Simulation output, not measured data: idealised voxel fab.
process module | voxel wiring stack
cross-section cut | 245 nm wide | cells 5 nm
A cross-section is a grid of square cells, given in bands from the top down. A band is one or more rows of cells.
Each band's line starts with the height of the band's top and of its bottom, in nm. Then come its materials from left to right, each with its width in nm. One material with "throughout" fills the band from edge to edge. "air" is empty space.
Height 0 is the level under which the wafer as received is all one material. The lowest band goes on downwards, as in "0 down".
A width such as "30 to 40" changes by the same amount from each row of cells to the next, from the band's top row to its bottom row.
"no change" after a step means that no cell of the cross-section changed.
closed voids: empty space of 8 cells or more with no open way to the top, each as width x height at its distance from the left edge, in nm
after a step's settings: what the simulator itself notes on the step
overlay nm, on a step with a mask: how far to the right of its planned place the mask lay; to the left if negative
Each pair below shows a cross-section before one step and the cross-section after it, down to the lowest band that changed. The line under each pair gives the step between them, with its settings. The pairs can come from different runs of this module on the same starting wafer, so a pair continues from the pair above only where its "before" says so.
before
  75 to 70: air 40 | lowk 5 | air 20 | lowk 5 | air 15 | lowk 5 | air 20 | lowk 5 | air 15 | lowk 5 | air 20 | lowk 5 | air 15 | lowk 5 | air 20 | lowk 5 | air 40
  70 to 60: lowk 45 | air 20 | lowk 25 | air 20 | lowk 25 | air 20 | lowk 25 | air 20 | lowk 45
  60 to 45: lowk 45 | air 15 | lowk 30 | air 15 | lowk 30 | air 15 | lowk 30 | air 15 | lowk 50
  45 to 40: lowk 40 | Ru 30 | lowk 15 | Ru 30 | lowk 15 | Ru 30 | lowk 15 | Ru 30 | lowk 40
  40 to 20: SiO2 45 | TiN 5 | W 10 | TiN 5 | SiO2 25 | TiN 5 | W 10 | TiN 5 | SiO2 25 | TiN 5 | W 10 | TiN 5 | SiO2 25 | TiN 5 | W 10 | TiN 5 | SiO2 45
  20 to 15: SiN 45 | TiN 20 | SiN 25 | TiN 20 | SiN 25 | TiN 20 | SiN 25 | TiN 20 | SiN 45
  15 to 0: SiO2 throughout
  0 down: Si throughout
  closed voids: none
after
  80 to 75: air 35 | TiN 15 | air 10 | TiN 15 | air 5 | TiN 15 | air 10 | TiN 15 | air 5 | TiN 15 | air 10 | TiN 15 | air 5 | TiN 15 | air 10 | TiN 15 | air 35
  75 to 70: TiN 40 | lowk 5 | TiN 5 | air 10 | TiN 5 | lowk 5 | TiN 15 | lowk 5 | TiN 5 | air 10 | TiN 5 | lowk 5 | TiN 15 | lowk 5 | TiN 5 | air 10 | TiN 5 | lowk 5 | TiN 15 | lowk 5 | TiN 5 | air 10 | TiN 5 | lowk 5 | TiN 40
  70 to 60: lowk 45 | TiN 5 | air 10 to 5 | TiN 5 to 10 | lowk 25 | TiN 5 | air 10 to 5 | TiN 5 to 10 | lowk 25 | TiN 5 | air 10 to 5 | TiN 5 to 10 | lowk 25 | TiN 5 | air 10 to 5 | TiN 5 to 10 | lowk 45
  60 to 50: lowk 45 | TiN 5 | air 5 | TiN 5 | lowk 30 | TiN 5 | air 5 | TiN 5 | lowk 30 | TiN 5 | air 5 | TiN 5 | lowk 30 | TiN 5 | air 5 | TiN 5 | lowk 50
  50 to 45: lowk 45 | TiN 15 | lowk 30 | TiN 15 | lowk 30 | TiN 15 | lowk 30 | TiN 15 | lowk 50
  below 45: unchanged
  closed voids: none
the step between: op CONFORMAL_DEP | material TiN | thk nm 5
before: the cross-section after the pair above
after
  85 to 80: Ru throughout
  80 to 75: Ru 35 | TiN 15 | Ru 10 | TiN 15 | Ru 5 | TiN 15 | Ru 10 | TiN 15 | Ru 5 | TiN 15 | Ru 10 | TiN 15 | Ru 5 | TiN 15 | Ru 10 | TiN 15 | Ru 35
  75 to 70: TiN 40 | lowk 5 | TiN 5 | Ru 10 | TiN 5 | lowk 5 | TiN 15 | lowk 5 | TiN 5 | Ru 10 | TiN 5 | lowk 5 | TiN 15 | lowk 5 | TiN 5 | Ru 10 | TiN 5 | lowk 5 | TiN 15 | lowk 5 | TiN 5 | Ru 10 | TiN 5 | lowk 5 | TiN 40
  70 to 60: lowk 45 | TiN 5 | Ru 10 to 5 | TiN 5 to 10 | lowk 25 | TiN 5 | Ru 10 to 5 | TiN 5 to 10 | lowk 25 | TiN 5 | Ru 10 to 5 | TiN 5 to 10 | lowk 25 | TiN 5 | Ru 10 to 5 | TiN 5 to 10 | lowk 45
  60 to 50: lowk 45 | TiN 5 | Ru 5 | TiN 5 | lowk 30 | TiN 5 | Ru 5 | TiN 5 | lowk 30 | TiN 5 | Ru 5 | TiN 5 | lowk 30 | TiN 5 | Ru 5 | TiN 5 | lowk 50
  below 50: unchanged
  closed voids: none
the step between: op FILL_DEP | material Ru | thk nm 5
before: the cross-section after the pair above
after
  80 to 75: Ru 35 | TiN 15 | Ru 10 | TiN 15 | Ru 5 | TiN 15 | Ru 10 | TiN 15 | Ru 5 | TiN 15 | Ru 10 | TiN 15 | Ru 5 | TiN 15 | Ru 10 | TiN 15 | Ru 35
  below 75: unchanged
  closed voids: none
the step between: op CMP | height nm 80
before: the cross-section after the pair above
after
  85 to 80: SiCN throughout
  below 80: unchanged
  closed voids: none
the step between: op CONFORMAL_DEP | material SiCN | thk nm 5
before: the cross-section after the pair above
after
  115 to 85: lowk throughout
  below 85: unchanged
  closed voids: none
the step between: op DIRECTIONAL_DEP | material lowk | thk nm 30
before: the cross-section after the pair above
after
  115 to 85: lowk 45 | air 15 | lowk 30 | air 15 | lowk 30 | air 15 | lowk 30 | air 15 | lowk 50
  below 85: unchanged
  closed voids: none
the step between: op MASKED_ETCH | tone open | mask id METAL_3_HOLES | width nm 15 | pitch nm 45 | etch materials lowk | depth nm 30 | overlay nm 0
before: the cross-section after the pair above
after
  115 to 100: lowk 45 | air 20 | lowk 25 | air 20 | lowk 25 | air 20 | lowk 25 | air 20 | lowk 45
  below 100: unchanged
  closed voids: none
the step between: op MASKED_ETCH | tone open | mask id METAL_3 | width nm 20 | pitch nm 45 | etch materials lowk | depth nm 15 | overlay nm 0
before: the cross-section after the pair above
after
  115 to 100: lowk 45 | air 20 | lowk 25 | air 20 | lowk 25 | air 20 | lowk 25 | air 20 | lowk 45
  100 to 85: lowk 45 | air 15 | lowk 30 | air 15 | lowk 30 | air 15 | lowk 30 | air 15 | lowk 50
  85 to 80: SiCN 45 | air 15 | SiCN 30 | air 15 | SiCN 30 | air 15 | SiCN 30 | air 15 | SiCN 50
  below 80: unchanged
  closed voids: none
the step between: op MASKED_ETCH | tone open | mask id METAL_3 | width nm 20 | pitch nm 45 | etch materials SiCN | depth nm 5 | overlay nm 0
before: the cross-section after the pair above
after
  120 to 115: TiN 50 | air 10 | TiN 35 | air 10 | TiN 35 | air 10 | TiN 35 | air 10 | TiN 50
  115 to 105: lowk 45 | TiN 5 | air 10 | TiN 5 | lowk 25 | TiN 5 | air 10 | TiN 5 | lowk 25 | TiN 5 | air 10 | TiN 5 | lowk 25 | TiN 5 | air 10 | TiN 5 | lowk 45
  105 to 100: lowk 45 | TiN 5 | air 5 | TiN 10 | lowk 25 | TiN 5 | air 5 | TiN 10 | lowk 25 | TiN 5 | air 5 | TiN 10 | lowk 25 | TiN 5 | air 5 | TiN 10 | lowk 45
  100 to 85: lowk 45 | TiN 5 | air 5 | TiN 5 | lowk 30 | TiN 5 | air 5 | TiN 5 | lowk 30 | TiN 5 | air 5 | TiN 5 | lowk 30 | TiN 5 | air 5 | TiN 5 | lowk 50
  85 to 80: SiCN 45 | TiN 15 | SiCN 30 | TiN 15 | SiCN 30 | TiN 15 | SiCN 30 | TiN 15 | SiCN 50
  below 80: unchanged
  closed voids: none
the step between: op CONFORMAL_DEP | material TiN | thk nm 5
before: the cross-section after the pair above
after
  130 to 120: Ru throughout
  120 to 115: TiN 50 | Ru 10 | TiN 35 | Ru 10 | TiN 35 | Ru 10 | TiN 35 | Ru 10 | TiN 50
  115 to 105: lowk 45 | TiN 5 | Ru 10 | TiN 5 | lowk 25 | TiN 5 | Ru 10 | TiN 5 | lowk 25 | TiN 5 | Ru 10 | TiN 5 | lowk 25 | TiN 5 | Ru 10 | TiN 5 | lowk 45
  105 to 100: lowk 45 | TiN 5 | Ru 5 | TiN 10 | lowk 25 | TiN 5 | Ru 5 | TiN 10 | lowk 25 | TiN 5 | Ru 5 | TiN 10 | lowk 25 | TiN 5 | Ru 5 | TiN 10 | lowk 45
  100 to 85: lowk 45 | TiN 5 | Ru 5 | TiN 5 | lowk 30 | TiN 5 | Ru 5 | TiN 5 | lowk 30 | TiN 5 | Ru 5 | TiN 5 | lowk 30 | TiN 5 | Ru 5 | TiN 5 | lowk 50
  below 85: unchanged
  closed voids: none
the step between: op FILL_DEP | material Ru | thk nm 10
before: the cross-section after the pair above
after
  115 to 105: lowk 45 | TiN 5 | Ru 10 | TiN 5 | lowk 25 | TiN 5 | Ru 10 | TiN 5 | lowk 25 | TiN 5 | Ru 10 | TiN 5 | lowk 25 | TiN 5 | Ru 10 | TiN 5 | lowk 45
  below 105: unchanged
  closed voids: none
the step between: op CMP | height nm 115
before: the cross-section after the pair above
after
  120 to 115: SiCN throughout
  below 115: unchanged
  closed voids: none
the step between: op CONFORMAL_DEP | material SiCN | thk nm 5
before: the cross-section after the pair above
after
  155 to 120: SiO2 throughout
  below 120: unchanged
  closed voids: none
the step between: op DIRECTIONAL_DEP | material SiO2 | thk nm 35
before: the cross-section after the pair above
after
  165 to 155: aC throughout
  below 155: unchanged
  closed voids: none
the step between: op DIRECTIONAL_DEP | material aC | thk nm 10
before: the cross-section after the pair above
after
  190 to 165: resist 45 | air 20 | resist 25 | air 20 | resist 25 | air 20 | resist 25 | air 20 | resist 45
  below 165: unchanged
  closed voids: none
the step between: op PATTERN | tone open | mask id METAL_4 | material resist | width nm 20 | pitch nm 45 | thk nm 25 | overlay nm 0
before: the cross-section after the pair above
after
  180 to 165: resist 45 | air 20 | resist 25 | air 20 | resist 25 | air 20 | resist 25 | air 20 | resist 45
  165 to 155: aC 45 | air 20 | aC 25 | air 20 | aC 25 | air 20 | aC 25 | air 20 | aC 45
  below 155: unchanged
  closed voids: none
the step between: op DIRECTIONAL_ETCH | etch materials aC | depth nm 10
before: the cross-section after the pair above
after
  165 to 155: aC 45 | air 20 | aC 25 | air 20 | aC 25 | air 20 | aC 25 | air 20 | aC 45
  below 155: unchanged
  closed voids: none
the step between: op STRIP | etch materials resist
before: the cross-section after the pair above
after
  165 to 155: aC 45 | air 20 | aC 25 | air 20 | aC 25 | air 20 | aC 25 | air 20 | aC 45
  155 to 135: SiO2 45 | air 20 | SiO2 25 | air 20 | SiO2 25 | air 20 | SiO2 25 | air 20 | SiO2 45
  below 135: unchanged
  closed voids: none
the step between: op DIRECTIONAL_ETCH | etch materials SiO2 | depth nm 20
before: the cross-section after the pair above
after
  155 to 135: SiO2 45 | air 20 | SiO2 25 | air 20 | SiO2 25 | air 20 | SiO2 25 | air 20 | SiO2 45
  below 135: unchanged
  closed voids: none
the step between: op STRIP | etch materials aC
before: the cross-section after the pair above
after
  155 to 135: SiO2 45 | air 20 | SiO2 25 | air 20 | SiO2 25 | air 20 | SiO2 25 | air 20 | SiO2 45
  135 to 120: SiO2 45 | air 15 | SiO2 30 | air 15 | SiO2 30 | air 15 | SiO2 30 | air 15 | SiO2 50
  below 120: unchanged
  closed voids: none
the step between: op MASKED_ETCH | tone open | mask id METAL_4_HOLES | width nm 15 | pitch nm 45 | etch materials SiO2 | depth nm 15 | overlay nm 0
before: the cross-section after the pair above
after
  155 to 135: SiO2 45 | air 20 | SiO2 25 | air 20 | SiO2 25 | air 20 | SiO2 25 | air 20 | SiO2 45
  135 to 120: SiO2 45 | air 15 | SiO2 30 | air 15 | SiO2 30 | air 15 | SiO2 30 | air 15 | SiO2 50
  120 to 115: SiCN 45 | air 15 | SiCN 30 | air 15 | SiCN 30 | air 15 | SiCN 30 | air 15 | SiCN 50
  below 115: unchanged
  closed voids: none
the step between: op MASKED_ETCH | tone open | mask id METAL_4_HOLES | width nm 15 | pitch nm 45 | etch materials SiCN | depth nm 5 | overlay nm 0
before: the cross-section after the pair above
after
  160 to 155: TiN 50 | air 10 | TiN 35 | air 10 | TiN 35 | air 10 | TiN 35 | air 10 | TiN 50
  155 to 140: SiO2 45 | TiN 5 | air 10 | TiN 5 | SiO2 25 | TiN 5 | air 10 | TiN 5 | SiO2 25 | TiN 5 | air 10 | TiN 5 | SiO2 25 | TiN 5 | air 10 | TiN 5 | SiO2 45
  140 to 135: SiO2 45 | TiN 5 | air 5 | TiN 10 | SiO2 25 | TiN 5 | air 5 | TiN 10 | SiO2 25 | TiN 5 | air 5 | TiN 10 | SiO2 25 | TiN 5 | air 5 | TiN 10 | SiO2 45
  135 to 120: SiO2 45 | TiN 5 | air 5 | TiN 5 | SiO2 30 | TiN 5 | air 5 | TiN 5 | SiO2 30 | TiN 5 | air 5 | TiN 5 | SiO2 30 | TiN 5 | air 5 | TiN 5 | SiO2 50
  120 to 115: SiCN 45 | TiN 15 | SiCN 30 | TiN 15 | SiCN 30 | TiN 15 | SiCN 30 | TiN 15 | SiCN 50
  below 115: unchanged
  closed voids: none
the step between: op CONFORMAL_DEP | material TiN | thk nm 5
before: the cross-section after the pair above
after
  165 to 160: Cu throughout
  160 to 155: TiN 50 | Cu 10 | TiN 35 | Cu 10 | TiN 35 | Cu 10 | TiN 35 | Cu 10 | TiN 50
  155 to 140: SiO2 45 | TiN 5 | Cu 10 | TiN 5 | SiO2 25 | TiN 5 | Cu 10 | TiN 5 | SiO2 25 | TiN 5 | Cu 10 | TiN 5 | SiO2 25 | TiN 5 | Cu 10 | TiN 5 | SiO2 45
  140 to 135: SiO2 45 | TiN 5 | Cu 5 | TiN 10 | SiO2 25 | TiN 5 | Cu 5 | TiN 10 | SiO2 25 | TiN 5 | Cu 5 | TiN 10 | SiO2 25 | TiN 5 | Cu 5 | TiN 10 | SiO2 45
  135 to 120: SiO2 45 | TiN 5 | Cu 5 | TiN 5 | SiO2 30 | TiN 5 | Cu 5 | TiN 5 | SiO2 30 | TiN 5 | Cu 5 | TiN 5 | SiO2 30 | TiN 5 | Cu 5 | TiN 5 | SiO2 50
  below 120: unchanged
  closed voids: none
the step between: op FILL_DEP | material Cu | thk nm 5
before: the cross-section after the pair above
after
  155 to 140: SiO2 45 | TiN 5 | Cu 10 | TiN 5 | SiO2 25 | TiN 5 | Cu 10 | TiN 5 | SiO2 25 | TiN 5 | Cu 10 | TiN 5 | SiO2 25 | TiN 5 | Cu 10 | TiN 5 | SiO2 45
  below 140: unchanged
  closed voids: none
the step between: op CMP | height nm 155
before: the cross-section after the pair above
after
  160 to 155: SiN throughout
  below 155: unchanged
  closed voids: none
the step between: op CONFORMAL_DEP | material SiN | thk nm 5
before
  15 to 0: SiO2 throughout
  0 down: Si throughout
  closed voids: none
after
  30 to 0: SiO2 throughout
  below 0: unchanged
  closed voids: none
the step between: op CONFORMAL_DEP | material SiO2 | thk nm 15
before: the cross-section after the pair above
after
  35 to 30: SiN throughout
  below 30: unchanged
  closed voids: none
the step between: op CONFORMAL_DEP | material SiN | thk nm 5
before: the cross-section after the pair above
after
  55 to 35: SiO2 throughout
  below 35: unchanged
  closed voids: none
the step between: op DIRECTIONAL_DEP | material SiO2 | thk nm 20
before: the cross-section after the pair above
after
  70 to 55: aC throughout
  below 55: unchanged
  closed voids: none
the step between: op DIRECTIONAL_DEP | material aC | thk nm 15
before: the cross-section after the pair above
after
  100 to 70: resist 45 | air 20 | resist 25 | air 20 | resist 25 | air 20 | resist 25 | air 20 | resist 45
  below 70: unchanged
  closed voids: none
the step between: op PATTERN | tone open | mask id METAL_1 | material resist | width nm 20 | pitch nm 45 | thk nm 30 | overlay nm 0
before: the cross-section after the pair above
after
  85 to 70: resist 45 | air 20 | resist 25 | air 20 | resist 25 | air 20 | resist 25 | air 20 | resist 45
  70 to 55: aC 45 | air 20 | aC 25 | air 20 | aC 25 | air 20 | aC 25 | air 20 | aC 45
  below 55: unchanged
  closed voids: none
the step between: op DIRECTIONAL_ETCH | etch materials aC | depth nm 15
before: the cross-section after the pair above
after
  70 to 55: aC 45 | air 20 | aC 25 | air 20 | aC 25 | air 20 | aC 25 | air 20 | aC 45
  below 55: unchanged
  closed voids: none
the step between: op STRIP | etch materials resist
before: the cross-section after the pair above
after
  70 to 55: aC 45 | air 20 | aC 25 | air 20 | aC 25 | air 20 | aC 25 | air 20 | aC 45
  55 to 35: SiO2 45 | air 20 | SiO2 25 | air 20 | SiO2 25 | air 20 | SiO2 25 | air 20 | SiO2 45
  below 35: unchanged
  closed voids: none
the step between: op DIRECTIONAL_ETCH | etch materials SiO2 | depth nm 20
before: the cross-section after the pair above
after
  70 to 55: aC 45 | air 20 | aC 25 | air 20 | aC 25 | air 20 | aC 25 | air 20 | aC 45
  55 to 35: SiO2 45 | air 20 | SiO2 25 | air 20 | SiO2 25 | air 20 | SiO2 25 | air 20 | SiO2 45
  35 to 30: SiN 45 | air 20 | SiN 25 | air 20 | SiN 25 | air 20 | SiN 25 | air 20 | SiN 45
  below 30: unchanged
  closed voids: none
the step between: op DIRECTIONAL_ETCH | etch materials SiN | depth nm 5
before: the cross-section after the pair above
after
  55 to 35: SiO2 45 | air 20 | SiO2 25 | air 20 | SiO2 25 | air 20 | SiO2 25 | air 20 | SiO2 45
  below 35: unchanged
  closed voids: none
the step between: op STRIP | etch materials aC
before: the cross-section after the pair above
after
  60 to 55: TiN 50 | air 10 | TiN 35 | air 10 | TiN 35 | air 10 | TiN 35 | air 10 | TiN 50
  55 to 35: SiO2 45 | TiN 5 | air 10 | TiN 5 | SiO2 25 | TiN 5 | air 10 | TiN 5 | SiO2 25 | TiN 5 | air 10 | TiN 5 | SiO2 25 | TiN 5 | air 10 | TiN 5 | SiO2 45
  35 to 30: SiN 45 | TiN 20 | SiN 25 | TiN 20 | SiN 25 | TiN 20 | SiN 25 | TiN 20 | SiN 45
  below 30: unchanged
  closed voids: none
the step between: op CONFORMAL_DEP | material TiN | thk nm 5
before: the cross-section after the pair above
after
  70 to 60: W throughout
  60 to 55: TiN 50 | W 10 | TiN 35 | W 10 | TiN 35 | W 10 | TiN 35 | W 10 | TiN 50
  55 to 35: SiO2 45 | TiN 5 | W 10 | TiN 5 | SiO2 25 | TiN 5 | W 10 | TiN 5 | SiO2 25 | TiN 5 | W 10 | TiN 5 | SiO2 25 | TiN 5 | W 10 | TiN 5 | SiO2 45
  below 35: unchanged
  closed voids: none
the step between: op FILL_DEP | material W | thk nm 10
before: the cross-section after the pair above
after
  40 to 35: SiO2 45 | TiN 5 | W 10 | TiN 5 | SiO2 25 | TiN 5 | W 10 | TiN 5 | SiO2 25 | TiN 5 | W 10 | TiN 5 | SiO2 25 | TiN 5 | W 10 | TiN 5 | SiO2 45
  below 35: unchanged
  closed voids: none
the step between: op CMP | height nm 40
before: the cross-section after the pair above
after
  45 to 40: air 40 | Ru 30 | air 15 | Ru 30 | air 15 | Ru 30 | air 15 | Ru 30 | air 40
  below 40: unchanged
  closed voids: none
the step between: op EPI | material Ru | thk nm 5
before: the cross-section after the pair above
after
  50 to 45: SiCN throughout
  45 to 40: SiCN 40 | Ru 30 | SiCN 15 | Ru 30 | SiCN 15 | Ru 30 | SiCN 15 | Ru 30 | SiCN 40
  below 40: unchanged
  closed voids: none
the step between: op FILL_DEP | material SiCN | thk nm 5
before: the cross-section after the pair above
after
  80 to 50: lowk throughout
  below 50: unchanged
  closed voids: none
the step between: op DIRECTIONAL_DEP | material lowk | thk nm 30
before: the cross-section after the pair above
after
  95 to 80: resist 45 | air 20 | resist 25 | air 20 | resist 25 | air 20 | resist 25 | air 20 | resist 45
  below 80: unchanged
  closed voids: none
the step between: op PATTERN | tone open | mask id METAL_2 | material resist | width nm 20 | pitch nm 45 | thk nm 15 | overlay nm 0
before: the cross-section after the pair above
after
  95 to 80: resist 45 | air 20 | resist 25 | air 20 | resist 25 | air 20 | resist 25 | air 20 | resist 45
  80 to 65: lowk 45 | air 20 | lowk 25 | air 20 | lowk 25 | air 20 | lowk 25 | air 20 | lowk 45
  below 65: unchanged
  closed voids: none
the step between: op DIRECTIONAL_ETCH | etch materials lowk | depth nm 15
before: the cross-section after the pair above
after
  80 to 65: lowk 45 | air 20 | lowk 25 | air 20 | lowk 25 | air 20 | lowk 25 | air 20 | lowk 45
  below 65: unchanged
  closed voids: none
the step between: op STRIP | etch materials resist
before: the cross-section after the pair above
after
  90 to 80: aC 45 | air 20 | aC 25 | air 20 | aC 25 | air 20 | aC 25 | air 20 | aC 45
  80 to 75: lowk 45 | air 20 | lowk 25 | air 20 | lowk 25 | air 20 | lowk 25 | air 20 | lowk 45
  75 to 65: lowk 45 | aC 20 | lowk 25 | aC 20 | lowk 25 | aC 20 | lowk 25 | aC 20 | lowk 45
  below 65: unchanged
  closed voids: none
the step between: op DIRECTIONAL_DEP | material aC | thk nm 10
before: the cross-section after the pair above
after
  120 to 90: resist 45 | air 15 | resist 30 | air 15 | resist 30 | air 15 | resist 30 | air 15 | resist 50
  90 to 80: aC 45 | air 15 | resist 5 | aC 25 | air 15 | resist 5 | aC 25 | air 15 | resist 5 | aC 25 | air 15 | resist 5 | aC 45
  80 to 75: lowk 45 | air 15 | resist 5 | lowk 25 | air 15 | resist 5 | lowk 25 | air 15 | resist 5 | lowk 25 | air 15 | resist 5 | lowk 45
  below 75: unchanged
  closed voids: none
the step between: op PATTERN | tone open | mask id METAL_2_HOLES | material resist | width nm 15 | pitch nm 45 | thk nm 30 | overlay nm 0
before: the cross-section after the pair above
after
  110 to 90: resist 45 | air 15 | resist 30 | air 15 | resist 30 | air 15 | resist 30 | air 15 | resist 50
  90 to 80: aC 45 | air 15 | resist 5 | aC 25 | air 15 | resist 5 | aC 25 | air 15 | resist 5 | aC 25 | air 15 | resist 5 | aC 45
  80 to 75: lowk 45 | air 15 | resist 5 | lowk 25 | air 15 | resist 5 | lowk 25 | air 15 | resist 5 | lowk 25 | air 15 | resist 5 | lowk 45
  75 to 65: lowk 45 | air 15 | aC 5 | lowk 25 | air 15 | aC 5 | lowk 25 | air 15 | aC 5 | lowk 25 | air 15 | aC 5 | lowk 45
  below 65: unchanged
  closed voids: none
the step between: op DIRECTIONAL_ETCH | etch materials aC | depth nm 10
before: the cross-section after the pair above
after
  90 to 80: aC 45 | air 20 | aC 25 | air 20 | aC 25 | air 20 | aC 25 | air 20 | aC 45
  80 to 75: lowk 45 | air 20 | lowk 25 | air 20 | lowk 25 | air 20 | lowk 25 | air 20 | lowk 45
  below 75: unchanged
  closed voids: none
the step between: op STRIP | etch materials resist
before: the cross-section after the pair above
after
  90 to 80: aC 45 | air 20 | aC 25 | air 20 | aC 25 | air 20 | aC 25 | air 20 | aC 45
  80 to 75: lowk 45 | air 20 | lowk 25 | air 20 | lowk 25 | air 20 | lowk 25 | air 20 | lowk 45
  75 to 65: lowk 45 | air 15 | aC 5 | lowk 25 | air 15 | aC 5 | lowk 25 | air 15 | aC 5 | lowk 25 | air 15 | aC 5 | lowk 45
  65 to 50: lowk 45 | air 15 | lowk 30 | air 15 | lowk 30 | air 15 | lowk 30 | air 15 | lowk 50
  below 50: unchanged
  closed voids: none
the step between: op DIRECTIONAL_ETCH | etch materials lowk | depth nm 15
before: the cross-section after the pair above
after
  90 to 80: aC 45 | air 20 | aC 25 | air 20 | aC 25 | air 20 | aC 25 | air 20 | aC 45
  80 to 75: lowk 45 | air 20 | lowk 25 | air 20 | lowk 25 | air 20 | lowk 25 | air 20 | lowk 45
  75 to 65: lowk 45 | air 15 | aC 5 | lowk 25 | air 15 | aC 5 | lowk 25 | air 15 | aC 5 | lowk 25 | air 15 | aC 5 | lowk 45
  65 to 50: lowk 45 | air 15 | lowk 30 | air 15 | lowk 30 | air 15 | lowk 30 | air 15 | lowk 50
  50 to 45: SiCN 45 | air 15 | SiCN 30 | air 15 | SiCN 30 | air 15 | SiCN 30 | air 15 | SiCN 50
  below 45: unchanged
  closed voids: none
the step between: op DIRECTIONAL_ETCH | etch materials SiCN | depth nm 5
before: the cross-section after the pair above
after
  80 to 65: lowk 45 | air 20 | lowk 25 | air 20 | lowk 25 | air 20 | lowk 25 | air 20 | lowk 45
  below 65: unchanged
  closed voids: none
the step between: op STRIP | etch materials aC
before: the cross-section after the pair above
after
  85 to 80: TiN 50 | air 10 | TiN 35 | air 10 | TiN 35 | air 10 | TiN 35 | air 10 | TiN 50
  80 to 70: lowk 45 | TiN 5 | air 10 | TiN 5 | lowk 25 | TiN 5 | air 10 | TiN 5 | lowk 25 | TiN 5 | air 10 | TiN 5 | lowk 25 | TiN 5 | air 10 | TiN 5 | lowk 45
  70 to 65: lowk 45 | TiN 5 | air 5 | TiN 10 | lowk 25 | TiN 5 | air 5 | TiN 10 | lowk 25 | TiN 5 | air 5 | TiN 10 | lowk 25 | TiN 5 | air 5 | TiN 10 | lowk 45
  65 to 50: lowk 45 | TiN 5 | air 5 | TiN 5 | lowk 30 | TiN 5 | air 5 | TiN 5 | lowk 30 | TiN 5 | air 5 | TiN 5 | lowk 30 | TiN 5 | air 5 | TiN 5 | lowk 50
  50 to 45: SiCN 45 | TiN 15 | SiCN 30 | TiN 15 | SiCN 30 | TiN 15 | SiCN 30 | TiN 15 | SiCN 50
  below 45: unchanged
  closed voids: none
the step between: op CONFORMAL_DEP | material TiN | thk nm 5
before: the cross-section after the pair above
after
  90 to 85: Ru throughout
  85 to 80: TiN 50 | Ru 10 | TiN 35 | Ru 10 | TiN 35 | Ru 10 | TiN 35 | Ru 10 | TiN 50
  80 to 70: lowk 45 | TiN 5 | Ru 10 | TiN 5 | lowk 25 | TiN 5 | Ru 10 | TiN 5 | lowk 25 | TiN 5 | Ru 10 | TiN 5 | lowk 25 | TiN 5 | Ru 10 | TiN 5 | lowk 45
  70 to 65: lowk 45 | TiN 5 | Ru 5 | TiN 10 | lowk 25 | TiN 5 | Ru 5 | TiN 10 | lowk 25 | TiN 5 | Ru 5 | TiN 10 | lowk 25 | TiN 5 | Ru 5 | TiN 10 | lowk 45
  65 to 50: lowk 45 | TiN 5 | Ru 5 | TiN 5 | lowk 30 | TiN 5 | Ru 5 | TiN 5 | lowk 30 | TiN 5 | Ru 5 | TiN 5 | lowk 30 | TiN 5 | Ru 5 | TiN 5 | lowk 50
  below 50: unchanged
  closed voids: none
the step between: op FILL_DEP | material Ru | thk nm 5
before: the cross-section after the pair above
after
  80 to 70: lowk 45 | TiN 5 | Ru 10 | TiN 5 | lowk 25 | TiN 5 | Ru 10 | TiN 5 | lowk 25 | TiN 5 | Ru 10 | TiN 5 | lowk 25 | TiN 5 | Ru 10 | TiN 5 | lowk 45
  below 70: unchanged
  closed voids: none
the step between: op CMP | height nm 80
before: the cross-section after the pair above
after
  85 to 80: SiCN throughout
  below 80: unchanged
  closed voids: none
the step between: op CONFORMAL_DEP | material SiCN | thk nm 5
before: the cross-section after the pair above
after
  115 to 85: lowk throughout
  below 85: unchanged
  closed voids: none
the step between: op DIRECTIONAL_DEP | material lowk | thk nm 30
before: the cross-section after the pair above
after
  115 to 85: lowk 45 | air 15 | lowk 30 | air 15 | lowk 30 | air 15 | lowk 30 | air 15 | lowk 50
  below 85: unchanged
  closed voids: none
the step between: op MASKED_ETCH | tone open | mask id METAL_3_HOLES | width nm 15 | pitch nm 45 | etch materials lowk | depth nm 30 | overlay nm 0
before: the cross-section after the pair above
after
  115 to 100: lowk 45 | air 20 | lowk 25 | air 20 | lowk 25 | air 20 | lowk 25 | air 20 | lowk 45
  below 100: unchanged
  closed voids: none
the step between: op MASKED_ETCH | tone open | mask id METAL_3 | width nm 20 | pitch nm 45 | etch materials lowk | depth nm 15 | overlay nm 0
before: the cross-section after the pair above
after
  115 to 100: lowk 45 | air 20 | lowk 25 | air 20 | lowk 25 | air 20 | lowk 25 | air 20 | lowk 45
  100 to 85: lowk 45 | air 15 | lowk 30 | air 15 | lowk 30 | air 15 | lowk 30 | air 15 | lowk 50
  85 to 80: SiCN 45 | air 15 | SiCN 30 | air 15 | SiCN 30 | air 15 | SiCN 30 | air 15 | SiCN 50
  below 80: unchanged
  closed voids: none
the step between: op MASKED_ETCH | tone open | mask id METAL_3 | width nm 20 | pitch nm 45 | etch materials SiCN | depth nm 5 | overlay nm 0
before: the cross-section after the pair above
after
  120 to 115: TiN 50 | air 10 | TiN 35 | air 10 | TiN 35 | air 10 | TiN 35 | air 10 | TiN 50
  115 to 105: lowk 45 | TiN 5 | air 10 | TiN 5 | lowk 25 | TiN 5 | air 10 | TiN 5 | lowk 25 | TiN 5 | air 10 | TiN 5 | lowk 25 | TiN 5 | air 10 | TiN 5 | lowk 45
  105 to 100: lowk 45 | TiN 5 | air 5 | TiN 10 | lowk 25 | TiN 5 | air 5 | TiN 10 | lowk 25 | TiN 5 | air 5 | TiN 10 | lowk 25 | TiN 5 | air 5 | TiN 10 | lowk 45
  100 to 85: lowk 45 | TiN 5 | air 5 | TiN 5 | lowk 30 | TiN 5 | air 5 | TiN 5 | lowk 30 | TiN 5 | air 5 | TiN 5 | lowk 30 | TiN 5 | air 5 | TiN 5 | lowk 50
  85 to 80: SiCN 45 | TiN 15 | SiCN 30 | TiN 15 | SiCN 30 | TiN 15 | SiCN 30 | TiN 15 | SiCN 50
  below 80: unchanged
  closed voids: none
the step between: op CONFORMAL_DEP | material TiN | thk nm 5
before: the cross-section after the pair above
after
  130 to 120: Ru throughout
  120 to 115: TiN 50 | Ru 10 | TiN 35 | Ru 10 | TiN 35 | Ru 10 | TiN 35 | Ru 10 | TiN 50
  115 to 105: lowk 45 | TiN 5 | Ru 10 | TiN 5 | lowk 25 | TiN 5 | Ru 10 | TiN 5 | lowk 25 | TiN 5 | Ru 10 | TiN 5 | lowk 25 | TiN 5 | Ru 10 | TiN 5 | lowk 45
  105 to 100: lowk 45 | TiN 5 | Ru 5 | TiN 10 | lowk 25 | TiN 5 | Ru 5 | TiN 10 | lowk 25 | TiN 5 | Ru 5 | TiN 10 | lowk 25 | TiN 5 | Ru 5 | TiN 10 | lowk 45
  100 to 85: lowk 45 | TiN 5 | Ru 5 | TiN 5 | lowk 30 | TiN 5 | Ru 5 | TiN 5 | lowk 30 | TiN 5 | Ru 5 | TiN 5 | lowk 30 | TiN 5 | Ru 5 | TiN 5 | lowk 50
  below 85: unchanged
  closed voids: none
the step between: op FILL_DEP | material Ru | thk nm 10
